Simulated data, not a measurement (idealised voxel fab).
This is a process module. Its name is voxel transistor to metal.
Square cells of 5 nm make up the cross-section cut, whose width is 155 nm.
When this document writes out a cross-section, it uses a grid of square cells and lists it as bands, beginning at the top and moving down, with a band standing for one or more rows of cells. In this notation a band is specified by the heights of its top and bottom, in that order and in nm, after which its materials appear from left to right, each paired with its width in nm. The word "full width" attached to a single material means that material fills the band from edge to edge; the word "blank" stands for empty space. Beneath 0, the wafer as received is one material, and that level is where height counting begins. The lowest band goes on downward without a bottom; it is written like "0 down". It should be noted that a width expressed as "30..40" varies in equal increments from row to row of cells within the band, taking the value of the first number at the top row and that of the second number at the bottom row. No cell of the cross-section changed in a step that is given as "identical to before". "Closed cavities" contains a list of empty spaces, each no smaller than 8 cells and without an open way to the top, written in the form width x height at distance with the distance from the left edge and all three in nm. Note: text after step settings on the step line = simulator remark on that step. overlay nm: right-of-plan distance of the mask on a masked step; negative values mean left-of-plan.

PROCESS STEPS FORESEEN IN THE PLAN
- 1: RECEIVE | material Si
- 2: CONFORMAL_DEP | material SiO2 | thk nm 5
- 3: CONFORMAL_DEP | material SiN | thk nm 15
- 4: DIRECTIONAL_DEP | material aC | thk nm 10
- 5: PATTERN | tone cover | mask id ACTIVE | material resist | width nm 95 | thk nm 30 | overlay nm 0
- 6: DIRECTIONAL_ETCH | etch materials aC | depth nm 10
- 7: STRIP | etch materials resist
- 8: DIRECTIONAL_ETCH | etch materials SiN | depth nm 15
- 9: DIRECTIONAL_ETCH | etch materials SiO2 | depth nm 5
- 10: DIRECTIONAL_ETCH | etch materials Si | depth nm 20
- 11: STRIP | etch materials aC
- 12: FILL_DEP | material SiO2 | thk nm 10
- 13: CMP | height nm 20
- 14: SELECTIVE_ETCH | etch materials SiO2 | depth nm 10
- 15: STRIP | etch materials SiN
- 16: SELECTIVE_ETCH | etch materials SiO2 | depth nm 5
- 17: OXIDIZE | depth nm 5
- 18: DIRECTIONAL_DEP | material polySi | thk nm 25
- 19: DIRECTIONAL_DEP | material SiCN | thk nm 15
- 20: DIRECTIONAL_DEP | material aC | thk nm 15
- 21: PATTERN | tone cover | mask id GATE | material resist | width nm 15 | thk nm 35 | overlay nm 0
- 22: DIRECTIONAL_ETCH | etch materials aC | depth nm 15
- 23: STRIP | etch materials resist
- 24: DIRECTIONAL_ETCH | etch materials SiCN | depth nm 25
- 25: DIRECTIONAL_ETCH | etch materials polySi | depth nm 35
- 26: STRIP | etch materials aC
- 27: CONFORMAL_DEP | material SiO2 | thk nm 5
- 28: DIRECTIONAL_ETCH | etch materials SiO2 | depth nm 5
- 29: CONFORMAL_DEP | material SiN | thk nm 10
- 30: DIRECTIONAL_ETCH | etch materials SiN | depth nm 10
- 31: DIRECTIONAL_ETCH | etch materials SiO2 | depth nm 5
- 32: DIRECTIONAL_ETCH | etch materials Si | depth nm 10
- 33: EPI | material SiGe | thk nm 10
- 34: FILL_DEP | material SiO2 | thk nm 10
- 35: CMP | height nm 40
- 36: DIRECTIONAL_DEP | material SiO2 | thk nm 10
- 37: DIRECTIONAL_DEP | material aC | thk nm 15
- 38: PATTERN | tone open | mask id CONTACT | material resist | width nm 30 | pitch nm 55 | thk nm 30 | overlay nm 0
- 39: DIRECTIONAL_ETCH | etch materials aC | depth nm 15
- 40: STRIP | etch materials resist
- 41: DIRECTIONAL_ETCH | etch materials SiO2 | depth nm 45
- 42: STRIP | etch materials aC
- 43: CONFORMAL_DEP | material TiN | thk nm 5
- 44: FILL_DEP | material Ru | thk nm 10
- 45: CMP | height nm 50
- 46: DIRECTIONAL_DEP | material TiN | thk nm 5
- 47: DIRECTIONAL_DEP | material W | thk nm 20
- 48: MASKED_ETCH | tone cover | mask id METAL_1 | width nm 20 | pitch nm 65 | etch materials W | depth nm 20 | overlay nm 0
- 49: MASKED_ETCH | tone cover | mask id METAL_1 | width nm 20 | pitch nm 65 | etch materials TiN | depth nm 5 | overlay nm 0
- 50: FILL_DEP | material SiO2 | thk nm 10
- 51: CMP | height nm 75
- 52: CONFORMAL_DEP | material SiN | thk nm 5

SHOWN IN CROSS-SECTION IS THE WAFER AS RECEIVED, THAT IS, AS IT STANDS AFTER STEP 1
    0 down: Si full width
    Closed cavities: none

END STATE OF THE MODULE IN CROSS-SECTION, GIVEN THE ABOVE STARTING POINT AND PLAN AND ONE MISTAKE IN EXECUTION
    80 to 75: aC full width
    75 to 55: SiO2 35 / W 20 / SiO2 45 / W 20 / SiO2 35
    55 to 50: SiO2 35 / TiN 20 / SiO2 45 / TiN 20 / SiO2 35
    50 to 40: SiO2 35 / TiN 5 / Ru 20..10 / TiN 5..15 / SiO2 25 / TiN 5..15 / Ru 20..10 / TiN 5 / SiO2 35
    40 to 25: SiO2 35 / TiN 5 / Ru 10 / TiN 5 / SiN 10 / SiO2 5 / SiCN 15 / SiO2 5 / SiN 10 / TiN 5 / Ru 10 / TiN 5 / SiO2 35
    25 to 10: SiO2 35 / TiN 5 / Ru 10 / TiN 5 / SiN 10 / SiO2 5 / polySi 15 / SiO2 5 / SiN 10 / TiN 5 / Ru 10 / TiN 5 / SiO2 35
    10 to 5: SiO2 35 / TiN 20 / SiN 10 / SiO2 5 / polySi 15 / SiO2 5 / SiN 10 / TiN 20 / SiO2 35
    5 to 0: SiO2 30 / SiN 10 / SiGe 15 / SiN 10 / SiO2 5 / polySi 15 / SiO2 5 / SiN 10 / SiGe 15 / SiN 10 / SiO2 30
    0 to -5: SiO2 40 / SiGe 15 / SiO2 45 / SiGe 15 / SiO2 40
    -5 to -15: SiO2 30 / Si 10 / SiGe 15 / Si 45 / SiGe 15 / Si 10 / SiO2 30
    -15 to -20: SiO2 30 / Si 95 / SiO2 30
    -20 down: Si full width
    Closed cavities: none
Deviation noted in wafer processing: step 52 was not run as planned; what actually ran was CONFORMAL_DEP | material aC | thk nm 5
